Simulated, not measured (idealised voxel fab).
Title: Process Module voxel gate over fins
FYI the section here is cut, 220 nm wide, cells are 5 nm squares.
Reading order for cross-sections: top band down to bottom band. Underlying form: a grid of square cells. Band size: one or more rows of cells.
Band: top and bottom heights (nm) first, top before bottom; then materials from left to right, widths in nm. "everywhere" marks a sole material filling the band edge to edge. "air" denotes empty space.
It should be noted that heights are counted from 0, beneath which the wafer as supplied is of one material throughout, and that the lowest band possesses no lower boundary but continues downward, as written in "0 and below".
With a width like "30 to 40", each row of cells in the band differs from the next by the same amount, the top row carrying the first number and the bottom row the second.
"everything unchanged" after a step means that no cell of the cross-section changed.
What "Sealed internal voids" gives you is every empty space of 8 cells or more that is cut off from the top. Each appears as width x height at distance, with the distance taken from the left edge and width, height and distance all in nm.
Whatever follows a step's settings on its line is a remark the simulator itself makes about that step.
If you see "overlay nm" on a step's line and that step has a mask, it's telling you how far right of where it was planned the mask ended up; a negative number means it went left instead.
### Set out below are the planned steps of the process
- 1: RECEIVE,material Si
- 2: CONFORMAL_DEP,material SiN,thk nm 10
- 3: MASKED_ETCH,tone cover,mask id FINS,width nm 15,pitch nm 35,etch materials SiN,depth nm 10,overlay nm 0
- 4: MASKED_ETCH,tone cover,mask id FINS,width nm 15,pitch nm 35,etch materials Si,depth nm 30,overlay nm 0
- 5: OXIDIZE,depth nm 5
- 6: FILL_DEP,material SiO2,thk nm 10
- 7: CMP,height nm 10
- 8: SELECTIVE_ETCH,etch materials SiO2,depth nm 25
- 9: STRIP,etch materials SiN
- 10: CONFORMAL_DEP,material HfO2,thk nm 5
- 11: CONFORMAL_DEP,material TiN,thk nm 5
- 12: CONFORMAL_DEP,material TiAl,thk nm 5
- 13: CONFORMAL_DEP,material TiN,thk nm 5
- 14: FILL_DEP,material W,thk nm 15
- 15: CMP,height nm 30
- 16: CONFORMAL_DEP,material SiN,thk nm 5
### first wafer, as planned
### Cross-section, incoming material, after step 1
* 0 and below: Si everywhere
* Sealed internal voids: none
### The wafer in cross-section once step 2 is complete
* 10 down to 0: SiN everywhere
* Below 0, the layers are the same as they were.
### The wafer in cross-section once step 3 is complete
* 10 down to 0: 85 of air / 15 of SiN / 20 of air / 15 of SiN / 85 of air
* Below 0, the layers are the same as they were.
### The wafer in cross-section once step 4 is complete
* 10 down to 0: 85 of air / 15 of SiN / 20 of air / 15 of SiN / 85 of air
* 0 down to -30: 85 of air / 15 of Si / 20 of air / 15 of Si / 85 of air
* Below -30, the layers are the same as they were.
### The wafer in cross-section once step 5 is complete
* 10 down to 0: 85 of air / 15 of SiN / 20 of air / 15 of SiN / 85 of air
* 0 down to -30: 85 of air / 5 of SiO2 / 5 of Si / 5 of SiO2 / 20 of air / 5 of SiO2 / 5 of Si / 5 of SiO2 / 85 of air
* -30 down to -35: 90 of SiO2 / 5 of Si / 30 of SiO2 / 5 of Si / 90 of SiO2
* Below -35, the layers are the same as they were.
### The wafer in cross-section once step 6 is complete
* 20 down to 10: SiO2 everywhere
* 10 down to 0: 85 of SiO2 / 15 of SiN / 20 of SiO2 / 15 of SiN / 85 of SiO2
* 0 down to -35: 90 of SiO2 / 5 of Si / 30 of SiO2 / 5 of Si / 90 of SiO2
* Below -35, the layers are the same as they were.
### The wafer in cross-section once step 7 is complete
* 10 down to 0: 85 of SiO2 / 15 of SiN / 20 of SiO2 / 15 of SiN / 85 of SiO2
* Below 0, the layers are the same as they were.
### The wafer in cross-section once step 8 is complete
* 10 down to 0: 85 of air / 15 of SiN / 20 of air / 15 of SiN / 85 of air
* 0 down to -15: 90 of air / 5 of Si / 30 of air / 5 of Si / 90 of air
* Below -15, the layers are the same as they were.
### The wafer in cross-section once step 9 is complete
* 0 down to -15: 90 of air / 5 of Si / 30 of air / 5 of Si / 90 of air
* Below -15, the layers are the same as they were.
### The wafer in cross-section once step 10 is complete
* 5 down to 0: 85 of air / 15 of HfO2 / 20 of air / 15 of HfO2 / 85 of air
* 0 down to -10: 85 of air / 5 of HfO2 / 5 of Si / 5 of HfO2 / 20 of air / 5 of HfO2 / 5 of Si / 5 of HfO2 / 85 of air
* -10 down to -15: 90 of HfO2 / 5 of Si / 30 of HfO2 / 5 of Si / 90 of HfO2
* Below -15, the layers are the same as they were.
### The wafer in cross-section once step 11 is complete
* 10 down to 5: 80 of air / 25 of TiN / 10 of air / 25 of TiN / 80 of air
* 5 down to 0: 80 of air / 5 of TiN / 15 of HfO2 / 5 of TiN / 10 of air / 5 of TiN / 15 of HfO2 / 5 of TiN / 80 of air
* 0 down to -5: 80 of air / 5 of TiN / 5 of HfO2 / 5 of Si / 5 of HfO2 / 5 of TiN / 10 of air / 5 of TiN / 5 of HfO2 / 5 of Si / 5 of HfO2 / 5 of TiN / 80 of air
* -5 down to -10: 85 of TiN / 5 of HfO2 / 5 of Si / 5 of HfO2 / 20 of TiN / 5 of HfO2 / 5 of Si / 5 of HfO2 / 85 of TiN
* Below -10, the layers are the same as they were.
### The wafer in cross-section once step 12 is complete
* 15 down to 10: 75 of air / 70 of TiAl / 75 of air
* 10 down to 5: 75 of air / 5 of TiAl / 25 of TiN / 10 of TiAl / 25 of TiN / 5 of TiAl / 75 of air
* 5 down to 0: 75 of air / 5 of TiAl / 5 of TiN / 15 of HfO2 / 5 of TiN / 10 of TiAl / 5 of TiN / 15 of HfO2 / 5 of TiN / 5 of TiAl / 75 of air
* 0 down to -5: 80 of TiAl / 5 of TiN / 5 of HfO2 / 5 of Si / 5 of HfO2 / 5 of TiN / 10 of TiAl / 5 of TiN / 5 of HfO2 / 5 of Si / 5 of HfO2 / 5 of TiN / 80 of TiAl
* Below -5, the layers are the same as they were.
### The wafer in cross-section once step 13 is complete
* 20 down to 15: 70 of air / 80 of TiN / 70 of air
* 15 down to 10: 70 of air / 5 of TiN / 70 of TiAl / 5 of TiN / 70 of air
* 10 down to 5: 70 of air / 5 of TiN / 5 of TiAl / 25 of TiN / 10 of TiAl / 25 of TiN / 5 of TiAl / 5 of TiN / 70 of air
* 5 down to 0: 75 of TiN / 5 of TiAl / 5 of TiN / 15 of HfO2 / 5 of TiN / 10 of TiAl / 5 of TiN / 15 of HfO2 / 5 of TiN / 5 of TiAl / 75 of TiN
* Below 0, the layers are the same as they were.
### The wafer in cross-section once step 14 is complete
* 35 down to 20: W everywhere
* 20 down to 15: 70 of W / 80 of TiN / 70 of W
* 15 down to 10: 70 of W / 5 of TiN / 70 of TiAl / 5 of TiN / 70 of W
* 10 down to 5: 70 of W / 5 of TiN / 5 of TiAl / 25 of TiN / 10 of TiAl / 25 of TiN / 5 of TiAl / 5 of TiN / 70 of W
* Below 5, the layers are the same as they were.
### The wafer in cross-section once step 15 is complete
* 30 down to 20: W everywhere
* Below 20, the layers are the same as they were.
### The wafer in cross-section once step 16 is complete
* 35 down to 30: SiN everywhere
* Below 30, the layers are the same as they were.
### Second Wafer (Identical Start and Plan, One Processing Error; Matches First Wafer Through Step 2)
### Cross-section of the second wafer at the time by which step 3 should have been completed according to the plan
* 10 down to 0: 85 of SiN / 15 of air / 20 of SiN / 15 of air / 85 of SiN
* Below 0, the layers are the same as they were.
Cross-section of the second wafer at the time by which step 4 should have been completed according to the plan: everything unchanged
### Cross-section of the second wafer at the time by which step 5 should have been completed according to the plan
* 10 down to 0: 85 of SiN / 15 of air / 20 of SiN / 15 of air / 85 of SiN
* 0 down to -5: 80 of Si / 25 of SiO2 / 10 of Si / 25 of SiO2 / 80 of Si
* Below -5, the layers are the same as they were.
### Cross-section of the second wafer at the time by which step 6 should have been completed according to the plan
* 20 down to 10: SiO2 everywhere
* 10 down to 0: 85 of SiN / 15 of SiO2 / 20 of SiN / 15 of SiO2 / 85 of SiN
* Below 0, the layers are the same as they were.
### Cross-section of the second wafer at the time by which step 7 should have been completed according to the plan
* 10 down to 0: 85 of SiN / 15 of SiO2 / 20 of SiN / 15 of SiO2 / 85 of SiN
* Below 0, the layers are the same as they were.
### Cross-section of the second wafer at the time by which step 8 should have been completed according to the plan
* 10 down to 0: 85 of SiN / 15 of air / 20 of SiN / 15 of air / 85 of SiN
* 0 down to -5: 80 of Si / 25 of air / 10 of Si / 25 of air / 80 of Si
* Below -5, the layers are the same as they were.
### Cross-section of the second wafer at the time by which step 9 should have been completed according to the plan
* 0 down to -5: 80 of Si / 25 of air / 10 of Si / 25 of air / 80 of Si
* Below -5, the layers are the same as they were.
### Cross-section of the second wafer at the time by which step 10 should have been completed according to the plan
* 5 down to 0: 85 of HfO2 / 15 of air / 20 of HfO2 / 15 of air / 85 of HfO2
* 0 down to -5: 80 of Si / 25 of HfO2 / 10 of Si / 25 of HfO2 / 80 of Si
* Below -5, the layers are the same as they were.
### Cross-section of the second wafer at the time by which step 11 should have been completed according to the plan
* 10 down to 5: 90 of TiN / 5 of air / 30 of TiN / 5 of air / 90 of TiN
* 5 down to 0: 85 of HfO2 / 15 of TiN / 20 of HfO2 / 15 of TiN / 85 of HfO2
* Below 0, the layers are the same as they were.
### Cross-section of the second wafer at the time by which step 12 should have been completed according to the plan
* 15 down to 10: TiAl everywhere
* 10 down to 5: 90 of TiN / 5 of TiAl / 30 of TiN / 5 of TiAl / 90 of TiN
* Below 5, the layers are the same as they were.
### Cross-section of the second wafer at the time by which step 13 should have been completed according to the plan
* 20 down to 15: TiN everywhere
* Below 15, the layers are the same as they were.
### Cross-section of the second wafer at the time by which step 14 should have been completed according to the plan
* 35 down to 20: W everywhere
* Below 20, the layers are the same as they were.
### Cross-section of the second wafer at the time by which step 15 should have been completed according to the plan
* 30 down to 20: W everywhere
* Below 20, the layers are the same as they were.
### Cross-section of the second wafer at the time by which step 16 should have been completed according to the plan
* 35 down to 30: SiN everywhere
* Below 30, the layers are the same as they were.
Nonconformance to the process plan: note that step 3 departed from the planned setting and was carried out as MASKED_ETCH,tone open,mask id FINS,width nm 15,pitch nm 35,etch materials SiN,depth nm 10,overlay nm 0
Looking at both finished wafers in cells, the second ends up ahead of or behind the first on some materials: HfO2 -8 | Si +284 | SiO2 -168 | TiAl -10 | TiN -14 | W -84
